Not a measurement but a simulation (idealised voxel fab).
Documented hereafter: the process module known as voxel plated lines.
Square cell edge 5 nm, section width 270 nm, ID cut.
Reading order for cross-sections: top band down to bottom band. Underlying form: a grid of square cells. Band size: one or more rows of cells. Band: top height; bottom height; in nm. Then, left to right: material with width in nm, for each material. "throughout": a single material spanning edge to edge. "blank": empty space. Height datum 0, below which the as-received substrate wafer is one material. Lowest band open at the bottom, running downward: "0 and below". The two numbers in a width such as "30..40" mark its ends across the band: the first belongs to the top row of cells, the second to the bottom row, and from each row to the next the width moves by the same amount. Take "remained unchanged" at face value: in the step it is given for, the cross-section changed in none of its cells. Enclosed void inventory: empty space of 8 cells or more with no open way to the top, each as width x height at its distance from the left edge, in nm. It should be noted that, on the line of a given step, the content following the step's settings is a remark produced by the simulator itself with respect to that step. If you see "overlay nm" on a step's line and that step has a mask, it's telling you how far right of where it was planned the mask ended up; a negative number means it went left instead.
## This section lists the process steps that were planned
- 1: RECEIVE | material Si
- 2: CONFORMAL_DEP | material Al2O3 | thk nm 15
- 3: DIRECTIONAL_DEP | material TiN | thk nm 5
- 4: PATTERN | tone open | mask id LINES | material resist | width nm 15 | pitch nm 35 | thk nm 30 | overlay nm -15
- 5: EPI | material Ru | thk nm 10
- 6: EPI | material Ru | thk nm 5
- 7: STRIP | etch materials resist
- 8: DIRECTIONAL_ETCH | etch materials TiN | depth nm 5
- 9: CONFORMAL_DEP | material SiO2 | thk nm 5
The plan's step 4 overlay nm is the first wafer's value; the wafers differ in this setting and start identical.
## The first of several wafers, as received after step 1, seen in section
    0 and below: Si throughout
    Enclosed void inventory: none
## first wafer at the end, after step 9
    40 down to 35: 90 nm blank | 25 nm SiO2 | 10 nm blank | 25 nm SiO2 | 120 nm blank
    35 down to 20: 90 nm blank | 5 nm SiO2 | 15 nm Ru | 5 nm SiO2 | 10 nm blank | 5 nm SiO2 | 15 nm Ru | 5 nm SiO2 | 120 nm blank
    20 down to 15: 95 nm SiO2 | 15 nm TiN | 20 nm SiO2 | 15 nm TiN | 125 nm SiO2
    15 down to 0: Al2O3 throughout
    0 and below: Si throughout
    Enclosed void inventory: none
## Here's the last wafer cross-sectioned at the end of the module
    40 down to 35: 120 nm blank | 25 nm SiO2 | 10 nm blank | 25 nm SiO2 | 90 nm blank
    35 down to 20: 120 nm blank | 5 nm SiO2 | 15 nm Ru | 5 nm SiO2 | 10 nm blank | 5 nm SiO2 | 15 nm Ru | 5 nm SiO2 | 90 nm blank
    20 down to 15: 125 nm SiO2 | 15 nm TiN | 20 nm SiO2 | 15 nm TiN | 95 nm SiO2
    15 down to 0: Al2O3 throughout
    0 and below: Si throughout
    Enclosed void inventory: none
## Per-wafer rows below. For each material: cells gained (+) or lost (-) since the wafer was received, as of end of module. Then: closed voids
overlay nm -15, +162 Al2O3, +18 Ru, +70 SiO2, +6 TiN, Enclosed void inventory: none
overlay nm -10, +162 Al2O3, +18 Ru, +70 SiO2, +6 TiN, Enclosed void inventory: none
overlay nm -5, +162 Al2O3, +18 Ru, +70 SiO2, +6 TiN, Enclosed void inventory: none
overlay nm 0, +162 Al2O3, +18 Ru, +70 SiO2, +6 TiN, Enclosed void inventory: none
overlay nm 5, +162 Al2O3, +18 Ru, +70 SiO2, +6 TiN, Enclosed void inventory: none
overlay nm 10, +162 Al2O3, +18 Ru, +70 SiO2, +6 TiN, Enclosed void inventory: none
overlay nm 15, +162 Al2O3, +18 Ru, +70 SiO2, +6 TiN, Enclosed void inventory: none
